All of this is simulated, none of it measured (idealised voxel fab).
Process module under the name voxel fin reveal
Square cell edge 5 nm, section width 275 nm, ID cut.
A cross-section is written here as square cells arranged in a grid, and it is given in bands from the top down, each band taking up one or more rows of cells.
Top, bottom (nm), then materials left to right with widths (nm); lone material tagged "everywhere" fills the whole band edge to edge; "blank" = empty space.
Heads up on the height convention: 0 is the point under which the incoming wafer is all one material, and the lowest band has no bottom, it just keeps going down, like "z 0 and below".
Width: "30->40" (first number = top row, second number = bottom row, same change from row to row of cells).
Key: "stayed the same" - step with no changed cell in the cross-section.
"Sealed void inventory" contains a list of empty spaces, each no smaller than 8 cells and without an open way to the top, written in the form width x height at distance with the distance from the left edge and all three in nm.
The remark found on a step's line after its settings is issued by the simulator itself and pertains to that step.
For masked steps, "overlay nm" on the step line gives how far right of plan the mask actually lay; a minus sign means it lay to the left.

LISTED BELOW ARE THE PROCESS STEPS AS PLANNED
| 1 | RECEIVE: material Si |
| 2 | CONFORMAL_DEP: material SiN, thk nm 5 |
| 3 | PATTERN: tone cover, mask id FINS, material resist, width nm 15, pitch nm 35, thk nm 20, overlay nm 0 |
| 4 | DIRECTIONAL_ETCH: etch materials SiN, depth nm 5 |
| 5 | DIRECTIONAL_ETCH: etch materials Si, depth nm 40 |
| 6 | STRIP: etch materials resist |
| 7 | OXIDIZE: depth nm 5 |
| 8 | FILL_DEP: material SiO2, thk nm 15 |
| 9 | CMP: height nm 5 |
| 10 | SELECTIVE_ETCH: etch materials SiO2, depth nm 35 |
| 11 | STRIP: etch materials SiN |

HERE'S WHAT THE WAFER LOOKED LIKE IN CROSS-SECTION WHEN IT ARRIVED - THAT'S AFTER STEP 1
> z 0 and below: Si everywhere
> Sealed void inventory: none

FIRST OF TWO WAFERS: CROSS-SECTION AT END OF MODULE, RUN PER PLAN
> z 0 to -30: blank (115) / Si (5) / blank (30) / Si (5) / blank (120)
> z -30 to -45: SiO2 (115) / Si (5) / SiO2 (30) / Si (5) / SiO2 (120)
> z -45 and below: Si everywhere
> Sealed void inventory: none

CROSS-SECTION AT END OF MODULE FOR THE SECOND WAFER OF TWO, WHICH MATCHED THE FIRST IN STARTING POINT AND PLAN AND DIFFERED BY ONE MISTAKE IN ITS PROCESSING
> z 0 to -40: blank (110) / SiO2 (5) / Si (5) / SiO2 (5) / blank (20) / SiO2 (5) / Si (5) / SiO2 (5) / blank (115)
> z -40 to -45: SiO2 (115) / Si (5) / SiO2 (30) / Si (5) / SiO2 (120)
> z -45 and below: Si everywhere
> Sealed void inventory: none
What broke from the plan during processing? in deviation from the planned setting, step 8 was conducted as FILL_DEP: material SiN, thk nm 15
Count the cells at the end and the second wafer has more or fewer of some materials than the first: -74 SiO2
